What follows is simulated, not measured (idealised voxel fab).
Title: Process Module voxel self aligned contacts
The width of the displayed cross-section, cut, is 235 nm; its cells are square, with a size of 5 nm.
Reading order for cross-sections: top band down to bottom band. Underlying form: a grid of square cells. Band size: one or more rows of cells.
Band: top height; bottom height; in nm. Then, left to right: material with width in nm, for each material. "full width": a single material spanning edge to edge. "empty": empty space.
Heights are expressed relative to 0, this being the level below which the as-received wafer comprises one material exclusively. The lowest band is unbounded in the downward direction and is denoted as in "0 -> down".
Width "30..40": first value at the band's top row of cells, second value at its bottom row, equal change from row to row.
"no modifications" for a step: no cell of the cross-section changed in that step.
"Voids lacking openings": sealed empty spaces, 8 cells or more, no open way to top, listed width x height at distance, with distance from the left edge and width, height and distance in nm.
Post-settings text on a step line: simulator's own remark regarding the step.
The "overlay nm" setting may appear on a step's line; for a step that uses a mask, it gives how far to the right of its planned position the mask lay, and a negative value indicates the left.

# Set out below are the planned steps of the process
1,op RECEIVE | material Si
2,op OXIDIZE | depth nm 5
3,op DIRECTIONAL_DEP | material polySi | thk nm 30
4,op DIRECTIONAL_DEP | material SiN | thk nm 20
5,op PATTERN | tone cover | mask id GATE | material resist | width nm 30 | pitch nm 70 | thk nm 15 | overlay nm 0
6,op DIRECTIONAL_ETCH | etch materials SiN | depth nm 20
7,op DIRECTIONAL_ETCH | etch materials polySi | depth nm 30
8,op STRIP | etch materials resist
9,op CONFORMAL_DEP | material SiN | thk nm 10
10,op DIRECTIONAL_ETCH | etch materials SiN | depth nm 10
11,op FILL_DEP | material SiO2 | thk nm 20
12,op CMP | height nm 60
13,op DIRECTIONAL_DEP | material aC | thk nm 15
14,op PATTERN | tone open | mask id CONTACT | material resist | width nm 50 | pitch nm 70 | thk nm 30 | overlay nm 0
15,op DIRECTIONAL_ETCH | etch materials aC | depth nm 15
16,op STRIP | etch materials resist
17,op DIRECTIONAL_ETCH | etch materials SiO2 | depth nm 65
18,op STRIP | etch materials aC
19,op CONFORMAL_DEP | material TiN | thk nm 5
20,op FILL_DEP | material W | thk nm 5
21,op CMP | height nm 60
22,op CONFORMAL_DEP | material SiCN | thk nm 5

# As received (post step 1): cross-section
- 0 -> down  Si full width
- Voids lacking openings: none

# The cross-section shown corresponds to the wafer at the conclusion of the module. The initial structure and the process plan are those presented above; however, one mistake occurred in executing the plan
- 65 -> 60  SiCN full width
- 60 -> 50  SiO2: 55, then TiN: 5..20, then W: 40..10, then TiN: 5..20, then SiO2: 20, then TiN: 5..20, then W: 40..10, then TiN: 5..20, then SiO2: 60
- 50 -> 35  SiO2: 20, then SiN: 50, then TiN: 5, then W: 10, then TiN: 5, then SiN: 50, then TiN: 5, then W: 10, then TiN: 5, then SiN: 50, then SiO2: 25
- 35 -> 30  SiO2: 20, then SiN: 50, then TiN: 20, then SiN: 50, then TiN: 20, then SiN: 50, then SiO2: 25
- 30 -> 0  W full width
- 0 -> -5  SiO2 full width
- -5 -> down  Si full width
- Voids lacking openings: none
Error vs. plan: so step 3 ended up running with a different setting than we planned, it ran as op DIRECTIONAL_DEP | material W | thk nm 30
